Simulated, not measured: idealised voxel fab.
process module | voxel gate over fins
We display cut, a cross-section 215 nm in width whose square cells are each 5 nm.
The cross-sections in this document take the form of a grid made of square cells. They are written out as bands, in order from top to bottom. Each band consists of one or more rows of cells.
A band entry consists of two parts. The first gives the height of the band's top and the height of its bottom, in nm. The rest lists the band's materials from left to right, each with its width in nm. A single material labelled with the word "edge to edge" fills the band from edge to edge, and the word "blank" marks empty space.
Beneath 0, the wafer as received is one material, and that level is where height counting begins. The lowest band goes on downward without a bottom; it is written like "0 nm and below".
You'd read "30..40" like this: the band's top row of cells is as wide as the first number, its bottom row is as wide as the second, and going down, every row changes width by the same amount as the row before did.
Any step labelled "nothing different" changed none of the cells in the cross-section.
The entry titled "Sealed internal voids" provides the empty spaces that have no open way to the top, restricted to those of 8 cells or more. Each is presented as width x height at distance, the distance being measured from the left edge, with all three in nm.
It should be noted that, on the line of a given step, the content following the step's settings is a remark produced by the simulator itself with respect to that step.
"overlay nm" denotes, for a step that has a mask, the displacement of the mask to the right of its planned place, with negative values corresponding to the left.

## The planned process steps are enumerated hereunder
1,op RECEIVE | material Si
2,op CONFORMAL_DEP | material SiN | thk nm 10
3,op DIRECTIONAL_DEP | material aC | thk nm 10
4,op PATTERN | tone cover | mask id FINS | material resist | width nm 15 | pitch nm 45 | thk nm 25 | overlay nm 0
5,op DIRECTIONAL_ETCH | etch materials aC | depth nm 10
6,op STRIP | etch materials resist
7,op DIRECTIONAL_ETCH | etch materials SiN | depth nm 10
8,op DIRECTIONAL_ETCH | etch materials Si | depth nm 35
9,op STRIP | etch materials aC
10,op FILL_DEP | material SiO2 | thk nm 15
11,op CMP | height nm 10
12,op SELECTIVE_ETCH | etch materials SiO2 | depth nm 25
13,op STRIP | etch materials SiN
14,op CONFORMAL_DEP | material HfO2 | thk nm 5
15,op CONFORMAL_DEP | material TiN | thk nm 5
16,op FILL_DEP | material W | thk nm 10
17,op CMP | height nm 15
18,op CONFORMAL_DEP | material SiCN | thk nm 10

## This is the cross-section of the wafer as we received it, i.e. after step 1
    0 nm and below  Si edge to edge
    Sealed internal voids: none

## What the wafer looks like in cross-section after this module, when it starts as shown above and follows the plan above but one mistake is made in running it
    25 nm to 15 nm  SiCN edge to edge
    15 nm to 10 nm  W edge to edge
    10 nm to 5 nm  W=45 | HfO2=35 | W=10 | HfO2=35 | W=10 | HfO2=35 | W=45
    5 nm to 0 nm  W=45 | HfO2=5 | TiN=25 | HfO2=5 | W=10 | HfO2=5 | TiN=25 | HfO2=5 | W=10 | HfO2=5 | TiN=25 | HfO2=5 | W=45
    0 nm to -5 nm  W=45 | HfO2=5 | TiN=5 | Si=15 | TiN=5 | HfO2=5 | W=10 | HfO2=5 | TiN=5 | Si=15 | TiN=5 | HfO2=5 | W=10 | HfO2=5 | TiN=5 | Si=15 | TiN=5 | HfO2=5 | W=45
    -5 nm to -10 nm  HfO2=50 | TiN=5 | Si=15 | TiN=5 | HfO2=20 | TiN=5 | Si=15 | TiN=5 | HfO2=20 | TiN=5 | Si=15 | TiN=5 | HfO2=50
    -10 nm to -15 nm  TiN=55 | Si=15 | TiN=30 | Si=15 | TiN=30 | Si=15 | TiN=55
    -15 nm to -35 nm  SiO2=55 | Si=15 | SiO2=30 | Si=15 | SiO2=30 | Si=15 | SiO2=55
    -35 nm and below  Si edge to edge
    Sealed internal voids: none
In executing the process, a mistake was made relative to the plan: swap of plan steps 14 and 15 during execution
